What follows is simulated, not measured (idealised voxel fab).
process module | voxel released beams
cross-section cut | 245 nm wide | cells 5 nm
A cross-section is a grid of square cells, given in bands from the top down. A band is one or more rows of cells.
Each band's line starts with the height of the band's top and of its bottom, in nm. Then come its materials from left to right, each with its width in nm. One material with "throughout" fills the band from edge to edge. "air" is empty space.
Height 0 is the level under which the wafer as received is all one material. The lowest band goes on downwards, as in "0 down".
A width such as "30 to 40" changes by the same amount from each row of cells to the next, from the band's top row to its bottom row.
"no change" after a step means that no cell of the cross-section changed.
closed voids: empty space of 8 cells or more with no open way to the top, each as width x height at its distance from the left edge, in nm
after a step's settings: what the simulator itself notes on the step
overlay nm, on a step with a mask: how far to the right of its planned place the mask lay; to the left if negative
plan
1 op RECEIVE | material Si
2 op CONFORMAL_DEP | material Al2O3 | thk nm 5
3 op DIRECTIONAL_DEP | material SiO2 | thk nm 10
4 op PATTERN | tone open | mask id ANCHOR | material resist | width nm 25 | thk nm 20 | overlay nm -15
5 op DIRECTIONAL_ETCH | etch materials SiO2 | depth nm 10
6 op STRIP | etch materials resist
7 op CONFORMAL_DEP | material SiN | thk nm 10
8 op MASKED_ETCH | tone cover | mask id BEAM | width nm 105 | etch materials SiN | depth nm 10 | overlay nm 0
9 op STRIP | etch materials SiO2
varied across the wafers: overlay nm of step 4. The plan shows the first wafer's value. All wafers start alike
first wafer as received, after step 1
  0 down: Si throughout
  closed voids: none
each wafer at the end: cells of each material gained (+) or lost (-) since it was received, then its closed voids
overlay nm -15 | +49 Al2O3 | +50 SiN | closed voids: none
overlay nm -10 | +49 Al2O3 | +50 SiN | closed voids: none
overlay nm -5 | +49 Al2O3 | +50 SiN | closed voids: none
overlay nm 0 | +49 Al2O3 | +50 SiN | closed voids: none
overlay nm 5 | +49 Al2O3 | +50 SiN | closed voids: none
overlay nm 10 | +49 Al2O3 | +50 SiN | closed voids: none
overlay nm 15 | +49 Al2O3 | +50 SiN | closed voids: none
